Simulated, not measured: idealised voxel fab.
The process module presented herein is designated voxel fin reveal.
For reference, the cross-section in this document is cut, with width 180 nm and square cells of 5 nm.
When this document writes out a cross-section, it uses a grid of square cells and lists it as bands, beginning at the top and moving down, with a band standing for one or more rows of cells.
This entry defines a band. It first specifies the height of the band's top and the height of its bottom in nm, and then specifies the band's materials from left to right, stating each material with its width in nm. The word "all across" identifies a single material that fills the band from edge to edge, while the word "air" identifies empty space.
Height 0 is the level under which the wafer as received is all one material. The lowest band goes on downwards, as in "0 and below".
The expression "30->40" gives the width at the extremes of the band, the first number at its top row of cells and the second at its bottom row, with the width changing by equal amounts from each row to the next in between.
For the purposes of this document, the phrase "nothing was modified" attached to a step denotes that no cell within the cross-section was modified by that step.
Basically, "Enclosed void inventory" tells you about the enclosed voids: empty spaces with no open way to the top, 8 cells or bigger, each written width x height at distance, where distance is from the left edge, all in nm.
Formally, on a step line, whatever follows the settings is a remark that the simulator itself makes on the step.
"overlay nm" answers the question of how far to the right of plan the mask lay on a step that has a mask, and when it is negative the answer is to the left.
Here's what the planned process steps look like:
1: RECEIVE | material Si
2: CONFORMAL_DEP | material SiN | thk nm 10
3: DIRECTIONAL_DEP | material aC | thk nm 10
4: PATTERN | tone cover | mask id FINS | material resist | width nm 15 | pitch nm 35 | thk nm 30 | overlay nm 0
5: DIRECTIONAL_ETCH | etch materials aC | depth nm 10
6: STRIP | etch materials resist
7: DIRECTIONAL_ETCH | etch materials SiN | depth nm 5
8: DIRECTIONAL_ETCH | etch materials Si | depth nm 40
9: STRIP | etch materials aC
10: FILL_DEP | material SiO2 | thk nm 5
11: CMP | height nm 10
12: SELECTIVE_ETCH | etch materials SiO2 | depth nm 25
13: STRIP | etch materials SiN
14: CONFORMAL_DEP | material SiO2 | thk nm 5
Be aware that, although all wafers share a common starting state, the depth nm at step 7 differs among them, and the plan displays the first wafer's value.
First wafer of several, as received: cross-section after step 1:
* 0 and below | Si all across
* Enclosed void inventory: none
Shown in cross-section: the first of several wafers at the end of the module, after its last step, step 14:
* 5 down to 0 | SiO2 all across
* 0 and below | Si all across
* Enclosed void inventory: none
Sectional view of the last wafer upon completion of the module:
* 5 down to 0 | air (40), SiO2 (25), air (10), SiO2 (25), air (10), SiO2 (25), air (45)
* 0 down to -10 | air (40), SiO2 (5), Si (15), SiO2 (5), air (10), SiO2 (5), Si (15), SiO2 (5), air (10), SiO2 (5), Si (15), SiO2 (5), air (45)
* -10 down to -40 | SiO2 (45), Si (15), SiO2 (20), Si (15), SiO2 (20), Si (15), SiO2 (50)
* -40 and below | Si all across
* Enclosed void inventory: none
Per wafer (row), end of module: delta in cells per material since receipt, (+) for gained, (-) for lost; closed voids after that:
depth nm 5, +36 SiO2, Enclosed void inventory: none
depth nm 10, -216 Si, +189 SiO2, Enclosed void inventory: none
depth nm 15, -216 Si, +189 SiO2, Enclosed void inventory: none
depth nm 20, -216 Si, +189 SiO2, Enclosed void inventory: none
depth nm 25, -216 Si, +189 SiO2, Enclosed void inventory: none
